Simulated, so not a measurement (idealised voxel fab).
The name of this process module is voxel gate over fins.
FYI the section here is cut, 285 nm wide, cells are 5 nm squares.
For the purposes of this document, a cross-section shall be understood as a grid of square cells, specified as bands listed in top-to-bottom order, each band consisting of one or more rows of cells.
Heights first: top, then bottom, in nm. Then materials, left to right, each with a width in nm. "throughout" on a single material: fills the band edge to edge. "air": empty space.
Note: height 0 marks the level under which the wafer is uniformly one material as received. Lowest band unbounded below, written "z 0 and below".
Top row gets the first number, bottom row gets the second, and each row in between changes by the same step: that is how a band width like "30 to 40" works.
Given "nothing was modified" for a step, no cell of the cross-section differs between before and after that step.
"Completely enclosed voids": sealed empty spaces, 8 cells or more, no open way to top, listed width x height at distance, with distance from the left edge and width, height and distance in nm.
On each step's line, the part that comes after the settings is the simulator's own comment on the step.
overlay nm: mask offset rightward from planned place, masked step; negative means leftward offset.
[Process steps - plan]
1. RECEIVE with material Si
2. CONFORMAL_DEP with material SiN, thk nm 10
3. PATTERN with tone cover, mask id FINS, material resist, width nm 15, pitch nm 40, thk nm 15, overlay nm 0
4. DIRECTIONAL_ETCH with etch materials SiN, depth nm 10
5. DIRECTIONAL_ETCH with etch materials Si, depth nm 30
6. STRIP with etch materials resist
7. FILL_DEP with material SiO2, thk nm 5
8. CMP with height nm 10
9. SELECTIVE_ETCH with etch materials SiO2, depth nm 25
10. STRIP with etch materials SiN
11. CONFORMAL_DEP with material HfO2, thk nm 5
12. CONFORMAL_DEP with material TiN, thk nm 5
13. FILL_DEP with material W, thk nm 10
14. CMP with height nm 15
15. CONFORMAL_DEP with material SiCN, thk nm 10
[The first of a set of two wafers, run to plan]
[Cross-section of the wafer at receipt, which is the condition after step 1]
> z 0 and below  Si throughout
> Completely enclosed voids: none
[After step 2: wafer cross-section]
> z 10 to 0  SiN throughout
> Below 0 it's all the same as before, nothing changed down there.
[After step 3: wafer cross-section]
> z 25 to 10  air=115; resist=15; air=25; resist=15; air=115
> Below 10 it's all the same as before, nothing changed down there.
[After step 4: wafer cross-section]
> z 25 to 10  air=115; resist=15; air=25; resist=15; air=115
> z 10 to 0  air=115; SiN=15; air=25; SiN=15; air=115
> Below 0 it's all the same as before, nothing changed down there.
[After step 5: wafer cross-section]
> z 25 to 10  air=115; resist=15; air=25; resist=15; air=115
> z 10 to 0  air=115; SiN=15; air=25; SiN=15; air=115
> z 0 to -30  air=115; Si=15; air=25; Si=15; air=115
> Below -30 it's all the same as before, nothing changed down there.
[After step 6: wafer cross-section]
> z 10 to 0  air=115; SiN=15; air=25; SiN=15; air=115
> Below 0 it's all the same as before, nothing changed down there.
[After step 7: wafer cross-section]
> z 15 to 10  SiO2 throughout
> z 10 to 0  SiO2=115; SiN=15; SiO2=25; SiN=15; SiO2=115
> z 0 to -30  SiO2=115; Si=15; SiO2=25; Si=15; SiO2=115
> Below -30 it's all the same as before, nothing changed down there.
[After step 8: wafer cross-section]
> z 10 to 0  SiO2=115; SiN=15; SiO2=25; SiN=15; SiO2=115
> Below 0 it's all the same as before, nothing changed down there.
[After step 9: wafer cross-section]
> z 10 to 0  air=115; SiN=15; air=25; SiN=15; air=115
> z 0 to -15  air=115; Si=15; air=25; Si=15; air=115
> Below -15 it's all the same as before, nothing changed down there.
[After step 10: wafer cross-section]
> z 0 to -15  air=115; Si=15; air=25; Si=15; air=115
> Below -15 it's all the same as before, nothing changed down there.
[After step 11: wafer cross-section]
> z 5 to 0  air=110; HfO2=25; air=15; HfO2=25; air=110
> z 0 to -10  air=110; HfO2=5; Si=15; HfO2=5; air=15; HfO2=5; Si=15; HfO2=5; air=110
> z -10 to -15  HfO2=115; Si=15; HfO2=25; Si=15; HfO2=115
> Below -15 it's all the same as before, nothing changed down there.
[After step 12: wafer cross-section]
> z 10 to 5  air=105; TiN=35; air=5; TiN=35; air=105
> z 5 to 0  air=105; TiN=5; HfO2=25; TiN=5; air=5; TiN=5; HfO2=25; TiN=5; air=105
> z 0 to -5  air=105; TiN=5; HfO2=5; Si=15; HfO2=5; TiN=5; air=5; TiN=5; HfO2=5; Si=15; HfO2=5; TiN=5; air=105
> z -5 to -10  TiN=110; HfO2=5; Si=15; HfO2=5; TiN=15; HfO2=5; Si=15; HfO2=5; TiN=110
> Below -10 it's all the same as before, nothing changed down there.
[After step 13: wafer cross-section]
> z 20 to 10  W throughout
> z 10 to 5  W=105; TiN=35; W=5; TiN=35; W=105
> z 5 to 0  W=105; TiN=5; HfO2=25; TiN=5; W=5; TiN=5; HfO2=25; TiN=5; W=105
> z 0 to -5  W=105; TiN=5; HfO2=5; Si=15; HfO2=5; TiN=5; W=5; TiN=5; HfO2=5; Si=15; HfO2=5; TiN=5; W=105
> Below -5 it's all the same as before, nothing changed down there.
[After step 14: wafer cross-section]
> z 15 to 10  W throughout
> Below 10 it's all the same as before, nothing changed down there.
[After step 15: wafer cross-section]
> z 25 to 15  SiCN throughout
> Below 15 it's all the same as before, nothing changed down there.
[Okay, second wafer. Nothing different at the start, nothing different in the plan, just one mistake somewhere in the running. As far as step 4, counting that step, it's the first wafer all over again]
[Cross-sectional representation of the second wafer at the time designated in the plan for the completion of step 5]
> z 25 to 10  air=115; resist=15; air=25; resist=15; air=115
> z 10 to 0  air=115; SiN=15; air=25; SiN=15; air=115
> z 0 to -60  air=115; Si=15; air=25; Si=15; air=115
> Below -60 it's all the same as before, nothing changed down there.
[Cross-sectional representation of the second wafer at the time designated in the plan for the completion of step 6]
> z 10 to 0  air=115; SiN=15; air=25; SiN=15; air=115
> Below 0 it's all the same as before, nothing changed down there.
[Cross-sectional representation of the second wafer at the time designated in the plan for the completion of step 7]
> z 15 to 10  SiO2 throughout
> z 10 to 0  SiO2=115; SiN=15; SiO2=25; SiN=15; SiO2=115
> z 0 to -60  SiO2=115; Si=15; SiO2=25; Si=15; SiO2=115
> Below -60 it's all the same as before, nothing changed down there.
[Cross-sectional representation of the second wafer at the time designated in the plan for the completion of step 8]
> z 10 to 0  SiO2=115; SiN=15; SiO2=25; SiN=15; SiO2=115
> Below 0 it's all the same as before, nothing changed down there.
[Cross-sectional representation of the second wafer at the time designated in the plan for the completion of step 9]
> z 10 to 0  air=115; SiN=15; air=25; SiN=15; air=115
> z 0 to -15  air=115; Si=15; air=25; Si=15; air=115
> Below -15 it's all the same as before, nothing changed down there.
[Cross-sectional representation of the second wafer at the time designated in the plan for the completion of step 10]
> z 0 to -15  air=115; Si=15; air=25; Si=15; air=115
> Below -15 it's all the same as before, nothing changed down there.
[Cross-sectional representation of the second wafer at the time designated in the plan for the completion of step 11]
> z 5 to 0  air=110; HfO2=25; air=15; HfO2=25; air=110
> z 0 to -10  air=110; HfO2=5; Si=15; HfO2=5; air=15; HfO2=5; Si=15; HfO2=5; air=110
> z -10 to -15  HfO2=115; Si=15; HfO2=25; Si=15; HfO2=115
> Below -15 it's all the same as before, nothing changed down there.
[Cross-sectional representation of the second wafer at the time designated in the plan for the completion of step 12]
> z 10 to 5  air=105; TiN=35; air=5; TiN=35; air=105
> z 5 to 0  air=105; TiN=5; HfO2=25; TiN=5; air=5; TiN=5; HfO2=25; TiN=5; air=105
> z 0 to -5  air=105; TiN=5; HfO2=5; Si=15; HfO2=5; TiN=5; air=5; TiN=5; HfO2=5; Si=15; HfO2=5; TiN=5; air=105
> z -5 to -10  TiN=110; HfO2=5; Si=15; HfO2=5; TiN=15; HfO2=5; Si=15; HfO2=5; TiN=110
> Below -10 it's all the same as before, nothing changed down there.
[Cross-sectional representation of the second wafer at the time designated in the plan for the completion of step 13]
> z 20 to 10  W throughout
> z 10 to 5  W=105; TiN=35; W=5; TiN=35; W=105
> z 5 to 0  W=105; TiN=5; HfO2=25; TiN=5; W=5; TiN=5; HfO2=25; TiN=5; W=105
> z 0 to -5  W=105; TiN=5; HfO2=5; Si=15; HfO2=5; TiN=5; W=5; TiN=5; HfO2=5; Si=15; HfO2=5; TiN=5; W=105
> Below -5 it's all the same as before, nothing changed down there.
[Cross-sectional representation of the second wafer at the time designated in the plan for the completion of step 14]
> z 15 to 10  W throughout
> Below 10 it's all the same as before, nothing changed down there.
[Cross-sectional representation of the second wafer at the time designated in the plan for the completion of step 15]
> z 25 to 15  SiCN throughout
> Below 15 it's all the same as before, nothing changed down there.
Deviation from plan: step 5 of the plan was performed twice
Count the cells at the end and the second wafer has more or fewer of some materials than the first: 306 fewer of Si, 306 more of SiO2
